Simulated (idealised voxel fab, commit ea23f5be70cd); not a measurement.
Documented hereafter: the process module known as voxel spacer lines.
Square cell edge 5 nm, section width 150 nm, ID cut.
Bands, listed from the top down, are how a cross-section gets written in this document; the cross-section itself is a grid of square cells, and a band is one or more rows of them. Per band: top height and bottom height in nm, followed by the left-to-right materials and their widths in nm; "everywhere" marks a single material spanning edge to edge, "empty" marks empty space. Convention: height 0 is the level below which the wafer, as received, is all one material. The lowest band does not terminate at the bottom but continues downward, represented as "0 down". A width such as "30->40" changes by the same amount from each row of cells to the next, from the band's top row to its bottom row. Step note "remains unaltered" = no cross-section cell changed. If an empty space has no open way to the top and is at least 8 cells in size, "Sealed void listing" lists it, written width x height at distance, where distance is measured from the left edge and every value is in nm. What comes after the settings on a step's line is commentary from the simulator itself on that step. "overlay nm" answers the question of how far to the right of plan the mask lay on a step that has a mask, and when it is negative the answer is to the left. Each pair of cross-sections that follows straddles one process step: the one shows the state before the step, the other the state after it, down to the lowest band that changed and no further. The step in question, and its settings, are given under the pair. Note that a pair is not necessarily a continuation of the pair above it, since pairs can come from different runs of this module on the same starting wafer; it is a continuation only where its entry headed "State before step" says so.

STATE BEFORE STEP
- 0 down  Si everywhere
- Sealed void listing: none

CROSS-SECTION THEREAFTER
- 10 to 0  Al2O3 everywhere
- At heights below 0, the structure remains unaltered.
- Sealed void listing: none
Q: step between the cross-sections above? A: CONFORMAL_DEP, material Al2O3, thk nm 10

State before step: equal to the after panel directly above.

CROSS-SECTION THEREAFTER
- 20 to 10  SiN everywhere
- At heights below 10, the structure remains unaltered.
- Sealed void listing: none
Q: step between the cross-sections above? A: DIRECTIONAL_DEP, material SiN, thk nm 10

State before step: equal to the after panel directly above.

CROSS-SECTION THEREAFTER
- 45 to 20  polySi everywhere
- At heights below 20, the structure remains unaltered.
- Sealed void listing: none
Q: step between the cross-sections above? A: DIRECTIONAL_DEP, material polySi, thk nm 25

State before step: equal to the after panel directly above.

CROSS-SECTION THEREAFTER
- 75 to 45  empty=35 / resist=15 / empty=45 / resist=15 / empty=40
- At heights below 45, the structure remains unaltered.
- Sealed void listing: none
Q: step between the cross-sections above? A: PATTERN, tone cover, mask id MANDREL, material resist, width nm 15, pitch nm 60, thk nm 30, overlay nm 0

State before step: equal to the after panel directly above.

CROSS-SECTION THEREAFTER
- 75 to 45  empty=35 / resist=15 / empty=45 / resist=15 / empty=40
- 45 to 20  empty=35 / polySi=15 / empty=45 / polySi=15 / empty=40
- At heights below 20, the structure remains unaltered.
- Sealed void listing: none
Q: step between the cross-sections above? A: DIRECTIONAL_ETCH, etch materials polySi, depth nm 25

State before step: equal to the after panel directly above.

CROSS-SECTION THEREAFTER
- 45 to 20  empty=35 / polySi=15 / empty=45 / polySi=15 / empty=40
- At heights below 20, the structure remains unaltered.
- Sealed void listing: none
Q: step between the cross-sections above? A: STRIP, etch materials resist

State before step: equal to the after panel directly above.

CROSS-SECTION THEREAFTER
- 60 to 45  empty=20 / SiO2=45 / empty=15 / SiO2=45 / empty=25
- 45 to 35  empty=20 / SiO2=15 / polySi=15 / SiO2=15 / empty=15 / SiO2=15 / polySi=15 / SiO2=15 / empty=25
- 35 to 20  SiO2=35 / polySi=15 / SiO2=45 / polySi=15 / SiO2=40
- At heights below 20, the structure remains unaltered.
- Sealed void listing: none
Q: step between the cross-sections above? A: CONFORMAL_DEP, material SiO2, thk nm 15

State before step: equal to the after panel directly above.

CROSS-SECTION THEREAFTER
- 45 to 20  empty=20 / SiO2=15 / polySi=15 / SiO2=15 / empty=15 / SiO2=15 / polySi=15 / SiO2=15 / empty=25
- At heights below 20, the structure remains unaltered.
- Sealed void listing: none
Q: step between the cross-sections above? A: DIRECTIONAL_ETCH, etch materials SiO2, depth nm 15

State before step: equal to the after panel directly above.

CROSS-SECTION THEREAFTER
- 45 to 20  empty=20 / SiO2=15 / empty=15 / SiO2=15 / empty=15 / SiO2=15 / empty=15 / SiO2=15 / empty=25
- At heights below 20, the structure remains unaltered.
- Sealed void listing: none
Q: step between the cross-sections above? A: STRIP, etch materials polySi

State before step: equal to the after panel directly above.

CROSS-SECTION THEREAFTER
- 45 to 20  empty=20 / SiO2=15 / empty=15 / SiO2=15 / empty=15 / SiO2=15 / empty=15 / SiO2=15 / empty=25
- 20 to 10  empty=20 / SiN=15 / empty=15 / SiN=15 / empty=15 / SiN=15 / empty=15 / SiN=15 / empty=25
- At heights below 10, the structure remains unaltered.
- Sealed void listing: none
Q: step between the cross-sections above? A: DIRECTIONAL_ETCH, etch materials SiN, depth nm 10

State before step: equal to the after panel directly above.

CROSS-SECTION THEREAFTER
- 20 to 10  empty=20 / SiN=15 / empty=15 / SiN=15 / empty=15 / SiN=15 / empty=15 / SiN=15 / empty=25
- At heights below 10, the structure remains unaltered.
- Sealed void listing: none
Q: step between the cross-sections above? A: STRIP, etch materials SiO2

State before step: equal to the after panel directly above.

CROSS-SECTION THEREAFTER
- 30 to 20  SiO2 everywhere
- 20 to 10  SiO2=20 / SiN=15 / SiO2=15 / SiN=15 / SiO2=15 / SiN=15 / SiO2=15 / SiN=15 / SiO2=25
- At heights below 10, the structure remains unaltered.
- Sealed void listing: none
Q: step between the cross-sections above? A: FILL_DEP, material SiO2, thk nm 10

State before step: equal to the after panel directly above.

CROSS-SECTION THEREAFTER
- 20 to 10  SiO2=20 / SiN=15 / SiO2=15 / SiN=15 / SiO2=15 / SiN=15 / SiO2=15 / SiN=15 / SiO2=25
- At heights below 10, the structure remains unaltered.
- Sealed void listing: none
Q: step between the cross-sections above? A: CMP, height nm 20

STATE BEFORE STEP
- 0 down  Si everywhere
- Sealed void listing: none

CROSS-SECTION THEREAFTER
- 10 to 0  SiN everywhere
- At heights below 0, the structure remains unaltered.
- Sealed void listing: none
Q: step between the cross-sections above? A: DIRECTIONAL_DEP, material SiN, thk nm 10

State before step: equal to the after panel directly above.

CROSS-SECTION THEREAFTER
- 35 to 10  polySi everywhere
- At heights below 10, the structure remains unaltered.
- Sealed void listing: none
Q: step between the cross-sections above? A: DIRECTIONAL_DEP, material polySi, thk nm 25

State before step: equal to the after panel directly above.

CROSS-SECTION THEREAFTER
- 65 to 35  empty=35 / resist=15 / empty=45 / resist=15 / empty=40
- At heights below 35, the structure remains unaltered.
- Sealed void listing: none
Q: step between the cross-sections above? A: PATTERN, tone cover, mask id MANDREL, material resist, width nm 15, pitch nm 60, thk nm 30, overlay nm 0

State before step: equal to the after panel directly above.

CROSS-SECTION THEREAFTER
- 65 to 35  empty=35 / resist=15 / empty=45 / resist=15 / empty=40
- 35 to 10  empty=35 / polySi=15 / empty=45 / polySi=15 / empty=40
- At heights below 10, the structure remains unaltered.
- Sealed void listing: none
Q: step between the cross-sections above? A: DIRECTIONAL_ETCH, etch materials polySi, depth nm 25

State before step: equal to the after panel directly above.

CROSS-SECTION THEREAFTER
- 35 to 10  empty=35 / polySi=15 / empty=45 / polySi=15 / empty=40
- At heights below 10, the structure remains unaltered.
- Sealed void listing: none
Q: step between the cross-sections above? A: STRIP, etch materials resist

State before step: equal to the after panel directly above.

CROSS-SECTION THEREAFTER
- 50 to 35  empty=20 / SiO2=45 / empty=15 / SiO2=45 / empty=25
- 35 to 25  empty=20 / SiO2=15 / polySi=15 / SiO2=15 / empty=15 / SiO2=15 / polySi=15 / SiO2=15 / empty=25
- 25 to 10  SiO2=35 / polySi=15 / SiO2=45 / polySi=15 / SiO2=40
- At heights below 10, the structure remains unaltered.
- Sealed void listing: none
Q: step between the cross-sections above? A: CONFORMAL_DEP, material SiO2, thk nm 15

State before step: equal to the after panel directly above.

CROSS-SECTION THEREAFTER
- 35 to 10  empty=20 / SiO2=15 / polySi=15 / SiO2=15 / empty=15 / SiO2=15 / polySi=15 / SiO2=15 / empty=25
- At heights below 10, the structure remains unaltered.
- Sealed void listing: none
Q: step between the cross-sections above? A: DIRECTIONAL_ETCH, etch materials SiO2, depth nm 15

State before step: equal to the after panel directly above.

CROSS-SECTION THEREAFTER
- 35 to 10  empty=20 / SiO2=15 / empty=15 / SiO2=15 / empty=15 / SiO2=15 / empty=15 / SiO2=15 / empty=25
- At heights below 10, the structure remains unaltered.
- Sealed void listing: none
Q: step between the cross-sections above? A: STRIP, etch materials polySi

State before step: equal to the after panel directly above.

CROSS-SECTION THEREAFTER
- 35 to 10  empty=20 / SiO2=15 / empty=15 / SiO2=15 / empty=15 / SiO2=15 / empty=15 / SiO2=15 / empty=25
- 10 to 0  empty=20 / SiN=15 / empty=15 / SiN=15 / empty=15 / SiN=15 / empty=15 / SiN=15 / empty=25
- At heights below 0, the structure remains unaltered.
- Sealed void listing: none
Q: step between the cross-sections above? A: DIRECTIONAL_ETCH, etch materials SiN, depth nm 10

State before step: equal to the after panel directly above.

CROSS-SECTION THEREAFTER
- 10 to 0  empty=20 / SiN=15 / empty=15 / SiN=15 / empty=15 / SiN=15 / empty=15 / SiN=15 / empty=25
- At heights below 0, the structure remains unaltered.
- Sealed void listing: none
Q: step between the cross-sections above? A: STRIP, etch materials SiO2

State before step: equal to the after panel directly above.

CROSS-SECTION THEREAFTER
- 20 to 10  SiO2 everywhere
- 10 to 0  SiO2=20 / SiN=15 / SiO2=15 / SiN=15 / SiO2=15 / SiN=15 / SiO2=15 / SiN=15 / SiO2=25
- At heights below 0, the structure remains unaltered.
- Sealed void listing: none
Q: step between the cross-sections above? A: FILL_DEP, material SiO2, thk nm 10

STATE BEFORE STEP
- 30 to 20  SiO2 everywhere
- 20 to 10  SiO2=20 / SiN=15 / SiO2=15 / SiN=15 / SiO2=15 / SiN=15 / SiO2=15 / SiN=15 / SiO2=25
- 10 to 0  Al2O3 everywhere
- 0 down  Si everywhere
- Sealed void listing: none

CROSS-SECTION THEREAFTER
- 40 to 20  SiO2 everywhere
- At heights below 20, the structure remains unaltered.
- Sealed void listing: none
Q: step between the cross-sections above? A: FILL_DEP, material SiO2, thk nm 10

State before step: equal to the after panel directly above.

CROSS-SECTION THEREAFTER
- 20 to 10  SiO2=20 / SiN=15 / SiO2=15 / SiN=15 / SiO2=15 / SiN=15 / SiO2=15 / SiN=15 / SiO2=25
- At heights below 10, the structure remains unaltered.
- Sealed void listing: none
Q: step between the cross-sections above? A: CMP, height nm 20

STATE BEFORE STEP
- 10 to 0  Al2O3 everywhere
- 0 down  Si everywhere
- Sealed void listing: none

CROSS-SECTION THEREAFTER
- 35 to 10  polySi everywhere
- At heights below 10, the structure remains unaltered.
- Sealed void listing: none
Q: step between the cross-sections above? A: DIRECTIONAL_DEP, material polySi, thk nm 25

State before step: equal to the after panel directly above.

CROSS-SECTION THEREAFTER
- 45 to 35  SiN everywhere
- At heights below 35, the structure remains unaltered.
- Sealed void listing: none
Q: step between the cross-sections above? A: DIRECTIONAL_DEP, material SiN, thk nm 10

State before step: equal to the after panel directly above.

CROSS-SECTION THEREAFTER
- 75 to 45  empty=35 / resist=15 / empty=45 / resist=15 / empty=40
- At heights below 45, the structure remains unaltered.
- Sealed void listing: none
Q: step between the cross-sections above? A: PATTERN, tone cover, mask id MANDREL, material resist, width nm 15, pitch nm 60, thk nm 30, overlay nm 0

State before step: equal to the after panel directly above.

CROSS-SECTION THEREAFTER
- 45 to 35  SiN everywhere
- At heights below 35, the structure remains unaltered.
- Sealed void listing: none
Q: step between the cross-sections above? A: STRIP, etch materials resist

State before step: equal to the after panel directly above.

CROSS-SECTION THEREAFTER
- 60 to 45  SiO2 everywhere
- At heights below 45, the structure remains unaltered.
- Sealed void listing: none
Q: step between the cross-sections above? A: CONFORMAL_DEP, material SiO2, thk nm 15

State before step: equal to the after panel directly above.

CROSS-SECTION THEREAFTER
- 45 to 35  SiN everywhere
- At heights below 35, the structure remains unaltered.
- Sealed void listing: none
Q: step between the cross-sections above? A: DIRECTIONAL_ETCH, etch materials SiO2, depth nm 15

State before step: equal to the after panel directly above.

CROSS-SECTION THEREAFTER
- 35 to 10  polySi everywhere
- At heights below 10, the structure remains unaltered.
- Sealed void listing: none
Q: step between the cross-sections above? A: DIRECTIONAL_ETCH, etch materials SiN, depth nm 10

State before step: equal to the after panel directly above.

CROSS-SECTION THEREAFTER
- 45 to 35  SiO2 everywhere
- At heights below 35, the structure remains unaltered.
- Sealed void listing: none
Q: step between the cross-sections above? A: FILL_DEP, material SiO2, thk nm 10

State before step: equal to the after panel directly above.

CROSS-SECTION THEREAFTER
- 20 to 10  polySi everywhere
- At heights below 10, the structure remains unaltered.
- Sealed void listing: none
Q: step between the cross-sections above? A: CMP, height nm 20

STATE BEFORE STEP
- 30 to 20  SiO2 everywhere
- 20 to 10  SiO2=20 / SiN=15 / SiO2=15 / SiN=15 / SiO2=15 / SiN=15 / SiO2=15 / SiN=15 / SiO2=25
- 10 to 0  Al2O3 everywhere
- 0 down  Si everywhere
- Sealed void listing: none

CROSS-SECTION THEREAFTER
- 15 to 10  SiO2=20 / SiN=15 / SiO2=15 / SiN=15 / SiO2=15 / SiN=15 / SiO2=15 / SiN=15 / SiO2=25
- At heights below 10, the structure remains unaltered.
- Sealed void listing: none
Q: step between the cross-sections above? A: CMP, height nm 15

STATE BEFORE STEP
- 45 to 20  polySi everywhere
- 20 to 10  SiN everywhere
- 10 to 0  Al2O3 everywhere
- 0 down  Si everywhere
- Sealed void listing: none

CROSS-SECTION THEREAFTER
- 75 to 45  empty=35 / resist=20 / empty=40 / resist=20 / empty=35
- At heights below 45, the structure remains unaltered.
- Sealed void listing: none
Q: step between the cross-sections above? A: PATTERN, tone cover, mask id MANDREL, material resist, width nm 20, pitch nm 60, thk nm 30, overlay nm 0

State before step: equal to the after panel directly above.

CROSS-SECTION THEREAFTER
- 75 to 45  empty=35 / resist=20 / empty=40 / resist=20 / empty=35
- 45 to 20  empty=35 / polySi=20 / empty=40 / polySi=20 / empty=35
- At heights below 20, the structure remains unaltered.
- Sealed void listing: none
Q: step between the cross-sections above? A: DIRECTIONAL_ETCH, etch materials polySi, depth nm 25

State before step: equal to the after panel directly above.

CROSS-SECTION THEREAFTER
- 45 to 20  empty=35 / polySi=20 / empty=40 / polySi=20 / empty=35
- At heights below 20, the structure remains unaltered.
- Sealed void listing: none
Q: step between the cross-sections above? A: STRIP, etch materials resist

State before step: equal to the after panel directly above.

CROSS-SECTION THEREAFTER
- 60 to 45  empty=20 / SiO2=50 / empty=10 / SiO2=50 / empty=20
- 45 to 35  empty=20 / SiO2=15 / polySi=20 / SiO2=15 / empty=10 / SiO2=15 / polySi=20 / SiO2=15 / empty=20
- 35 to 20  SiO2=35 / polySi=20 / SiO2=40 / polySi=20 / SiO2=35
- At heights below 20, the structure remains unaltered.
- Sealed void listing: none
Q: step between the cross-sections above? A: CONFORMAL_DEP, material SiO2, thk nm 15

State before step: equal to the after panel directly above.

CROSS-SECTION THEREAFTER
- 45 to 20  empty=20 / SiO2=15 / polySi=20 / SiO2=15 / empty=10 / SiO2=15 / polySi=20 / SiO2=15 / empty=20
- At heights below 20, the structure remains unaltered.
- Sealed void listing: none
Q: step between the cross-sections above? A: DIRECTIONAL_ETCH, etch materials SiO2, depth nm 15

State before step: equal to the after panel directly above.

CROSS-SECTION THEREAFTER
- 45 to 20  empty=20 / SiO2=15 / empty=20 / SiO2=15 / empty=10 / SiO2=15 / empty=20 / SiO2=15 / empty=20
- At heights below 20, the structure remains unaltered.
- Sealed void listing: none
Q: step between the cross-sections above? A: STRIP, etch materials polySi

State before step: equal to the after panel directly above.

CROSS-SECTION THEREAFTER
- 45 to 20  empty=20 / SiO2=15 / empty=20 / SiO2=15 / empty=10 / SiO2=15 / empty=20 / SiO2=15 / empty=20
- 20 to 10  empty=20 / SiN=15 / empty=20 / SiN=15 / empty=10 / SiN=15 / empty=20 / SiN=15 / empty=20
- At heights below 10, the structure remains unaltered.
- Sealed void listing: none
Q: step between the cross-sections above? A: DIRECTIONAL_ETCH, etch materials SiN, depth nm 10

State before step: equal to the after panel directly above.

CROSS-SECTION THEREAFTER
- 20 to 10  empty=20 / SiN=15 / empty=20 / SiN=15 / empty=10 / SiN=15 / empty=20 / SiN=15 / empty=20
- At heights below 10, the structure remains unaltered.
- Sealed void listing: none
Q: step between the cross-sections above? A: STRIP, etch materials SiO2

State before step: equal to the after panel directly above.

CROSS-SECTION THEREAFTER
- 30 to 20  SiO2 everywhere
- 20 to 10  SiO2=20 / SiN=15 / SiO2=20 / SiN=15 / SiO2=10 / SiN=15 / SiO2=20 / SiN=15 / SiO2=20
- At heights below 10, the structure remains unaltered.
- Sealed void listing: none
Q: step between the cross-sections above? A: FILL_DEP, material SiO2, thk nm 10

State before step: equal to the after panel directly above.

CROSS-SECTION THEREAFTER
- 20 to 10  SiO2=20 / SiN=15 / SiO2=20 / SiN=15 / SiO2=10 / SiN=15 / SiO2=20 / SiN=15 / SiO2=20
- At heights below 10, the structure remains unaltered.
- Sealed void listing: none
Q: step between the cross-sections above? A: CMP, height nm 20

STATE BEFORE STEP
- 45 to 20  polySi everywhere
- 20 to 10  SiN everywhere
- 10 to 0  Al2O3 everywhere
- 0 down  Si everywhere
- Sealed void listing: none

CROSS-SECTION THEREAFTER
- 75 to 45  empty=25 / resist=15 / empty=45 / resist=15 / empty=50
- At heights below 45, the structure remains unaltered.
- Sealed void listing: none
Q: step between the cross-sections above? A: PATTERN, tone cover, mask id MANDREL, material resist, width nm 15, pitch nm 60, thk nm 30, overlay nm -10

State before step: equal to the after panel directly above.

CROSS-SECTION THEREAFTER
- 75 to 45  empty=25 / resist=15 / empty=45 / resist=15 / empty=50
- 45 to 20  empty=25 / polySi=15 / empty=45 / polySi=15 / empty=50
- At heights below 20, the structure remains unaltered.
- Sealed void listing: none
Q: step between the cross-sections above? A: DIRECTIONAL_ETCH, etch materials polySi, depth nm 25

State before step: equal to the after panel directly above.

CROSS-SECTION THEREAFTER
- 45 to 20  empty=25 / polySi=15 / empty=45 / polySi=15 / empty=50
- At heights below 20, the structure remains unaltered.
- Sealed void listing: none
Q: step between the cross-sections above? A: STRIP, etch materials resist

State before step: equal to the after panel directly above.

CROSS-SECTION THEREAFTER
- 60 to 45  empty=10 / SiO2=45 / empty=15 / SiO2=45 / empty=35
- 45 to 35  empty=10 / SiO2=15 / polySi=15 / SiO2=15 / empty=15 / SiO2=15 / polySi=15 / SiO2=15 / empty=35
- 35 to 20  SiO2=25 / polySi=15 / SiO2=45 / polySi=15 / SiO2=50
- At heights below 20, the structure remains unaltered.
- Sealed void listing: none
Q: step between the cross-sections above? A: CONFORMAL_DEP, material SiO2, thk nm 15

State before step: equal to the after panel directly above.

CROSS-SECTION THEREAFTER
- 45 to 20  empty=10 / SiO2=15 / polySi=15 / SiO2=15 / empty=15 / SiO2=15 / polySi=15 / SiO2=15 / empty=35
- At heights below 20, the structure remains unaltered.
- Sealed void listing: none
Q: step between the cross-sections above? A: DIRECTIONAL_ETCH, etch materials SiO2, depth nm 15

State before step: equal to the after panel directly above.

CROSS-SECTION THEREAFTER
- 45 to 20  empty=10 / SiO2=15 / empty=15 / SiO2=15 / empty=15 / SiO2=15 / empty=15 / SiO2=15 / empty=35
- At heights below 20, the structure remains unaltered.
- Sealed void listing: none
Q: step between the cross-sections above? A: STRIP, etch materials polySi

State before step: equal to the after panel directly above.

CROSS-SECTION THEREAFTER
- 45 to 20  empty=10 / SiO2=15 / empty=15 / SiO2=15 / empty=15 / SiO2=15 / empty=15 / SiO2=15 / empty=35
- 20 to 10  empty=10 / SiN=15 / empty=15 / SiN=15 / empty=15 / SiN=15 / empty=15 / SiN=15 / empty=35
- At heights below 10, the structure remains unaltered.
- Sealed void listing: none
Q: step between the cross-sections above? A: DIRECTIONAL_ETCH, etch materials SiN, depth nm 10

State before step: equal to the after panel directly above.

CROSS-SECTION THEREAFTER
- 20 to 10  empty=10 / SiN=15 / empty=15 / SiN=15 / empty=15 / SiN=15 / empty=15 / SiN=15 / empty=35
- At heights below 10, the structure remains unaltered.
- Sealed void listing: none
Q: step between the cross-sections above? A: STRIP, etch materials SiO2

State before step: equal to the after panel directly above.

CROSS-SECTION THEREAFTER
- 30 to 20  SiO2 everywhere
- 20 to 10  SiO2=10 / SiN=15 / SiO2=15 / SiN=15 / SiO2=15 / SiN=15 / SiO2=15 / SiN=15 / SiO2=35
- At heights below 10, the structure remains unaltered.
- Sealed void listing: none
Q: step between the cross-sections above? A: FILL_DEP, material SiO2, thk nm 10

State before step: equal to the after panel directly above.

CROSS-SECTION THEREAFTER
- 20 to 10  SiO2=10 / SiN=15 / SiO2=15 / SiN=15 / SiO2=15 / SiN=15 / SiO2=15 / SiN=15 / SiO2=35
- At heights below 10, the structure remains unaltered.
- Sealed void listing: none
Q: step between the cross-sections above? A: CMP, height nm 20

STATE BEFORE STEP
- 0 down  Si everywhere
- Sealed void listing: none

CROSS-SECTION THEREAFTER
- 10 to 0  polySi everywhere
- At heights below 0, the structure remains unaltered.
- Sealed void listing: none
Q: step between the cross-sections above? A: CONFORMAL_DEP, material polySi, thk nm 10

State before step: equal to the after panel directly above.

CROSS-SECTION THEREAFTER
- 20 to 10  SiN everywhere
- At heights below 10, the structure remains unaltered.
- Sealed void listing: none
Q: step between the cross-sections above? A: DIRECTIONAL_DEP, material SiN, thk nm 10

State before step: equal to the after panel directly above.

CROSS-SECTION THEREAFTER
- 45 to 20  polySi everywhere
- At heights below 20, the structure remains unaltered.
- Sealed void listing: none
Q: step between the cross-sections above? A: DIRECTIONAL_DEP, material polySi, thk nm 25

State before step: equal to the after panel directly above.

CROSS-SECTION THEREAFTER
- 75 to 45  empty=35 / resist=15 / empty=45 / resist=15 / empty=40
- At heights below 45, the structure remains unaltered.
- Sealed void listing: none
Q: step between the cross-sections above? A: PATTERN, tone cover, mask id MANDREL, material resist, width nm 15, pitch nm 60, thk nm 30, overlay nm 0

State before step: equal to the after panel directly above.

CROSS-SECTION THEREAFTER
- 75 to 45  empty=35 / resist=15 / empty=45 / resist=15 / empty=40
- 45 to 20  empty=35 / polySi=15 / empty=45 / polySi=15 / empty=40
- At heights below 20, the structure remains unaltered.
- Sealed void listing: none
Q: step between the cross-sections above? A: DIRECTIONAL_ETCH, etch materials polySi, depth nm 25

State before step: equal to the after panel directly above.

CROSS-SECTION THEREAFTER
- 45 to 20  empty=35 / polySi=15 / empty=45 / polySi=15 / empty=40
- At heights below 20, the structure remains unaltered.
- Sealed void listing: none
Q: step between the cross-sections above? A: STRIP, etch materials resist

State before step: equal to the after panel directly above.

CROSS-SECTION THEREAFTER
- 60 to 45  empty=20 / SiO2=45 / empty=15 / SiO2=45 / empty=25
- 45 to 35  empty=20 / SiO2=15 / polySi=15 / SiO2=15 / empty=15 / SiO2=15 / polySi=15 / SiO2=15 / empty=25
- 35 to 20  SiO2=35 / polySi=15 / SiO2=45 / polySi=15 / SiO2=40
- At heights below 20, the structure remains unaltered.
- Sealed void listing: none
Q: step between the cross-sections above? A: CONFORMAL_DEP, material SiO2, thk nm 15

State before step: equal to the after panel directly above.

CROSS-SECTION THEREAFTER
- 45 to 20  empty=20 / SiO2=15 / polySi=15 / SiO2=15 / empty=15 / SiO2=15 / polySi=15 / SiO2=15 / empty=25
- At heights below 20, the structure remains unaltered.
- Sealed void listing: none
Q: step between the cross-sections above? A: DIRECTIONAL_ETCH, etch materials SiO2, depth nm 15

State before step: equal to the after panel directly above.

CROSS-SECTION THEREAFTER
- 45 to 20  empty=20 / SiO2=15 / empty=15 / SiO2=15 / empty=15 / SiO2=15 / empty=15 / SiO2=15 / empty=25
- At heights below 20, the structure remains unaltered.
- Sealed void listing: none
Q: step between the cross-sections above? A: STRIP, etch materials polySi

State before step: equal to the after panel directly above.

CROSS-SECTION THEREAFTER
- 45 to 20  empty=20 / SiO2=15 / empty=15 / SiO2=15 / empty=15 / SiO2=15 / empty=15 / SiO2=15 / empty=25
- 20 to 10  empty=20 / SiN=15 / empty=15 / SiN=15 / empty=15 / SiN=15 / empty=15 / SiN=15 / empty=25
- At heights below 10, the structure remains unaltered.
- Sealed void listing: none
Q: step between the cross-sections above? A: DIRECTIONAL_ETCH, etch materials SiN, depth nm 10

State before step: equal to the after panel directly above.

CROSS-SECTION THEREAFTER
- 20 to 10  empty=20 / SiN=15 / empty=15 / SiN=15 / empty=15 / SiN=15 / empty=15 / SiN=15 / empty=25
- At heights below 10, the structure remains unaltered.
- Sealed void listing: none
Q: step between the cross-sections above? A: STRIP, etch materials SiO2

State before step: equal to the after panel directly above.

CROSS-SECTION THEREAFTER
- 30 to 20  SiO2 everywhere
- 20 to 10  SiO2=20 / SiN=15 / SiO2=15 / SiN=15 / SiO2=15 / SiN=15 / SiO2=15 / SiN=15 / SiO2=25
- At heights below 10, the structure remains unaltered.
- Sealed void listing: none
Q: step between the cross-sections above? A: FILL_DEP, material SiO2, thk nm 10

State before step: equal to the after panel directly above.

CROSS-SECTION THEREAFTER
- 20 to 10  SiO2=20 / SiN=15 / SiO2=15 / SiN=15 / SiO2=15 / SiN=15 / SiO2=15 / SiN=15 / SiO2=25
- At heights below 10, the structure remains unaltered.
- Sealed void listing: none
Q: step between the cross-sections above? A: CMP, height nm 20
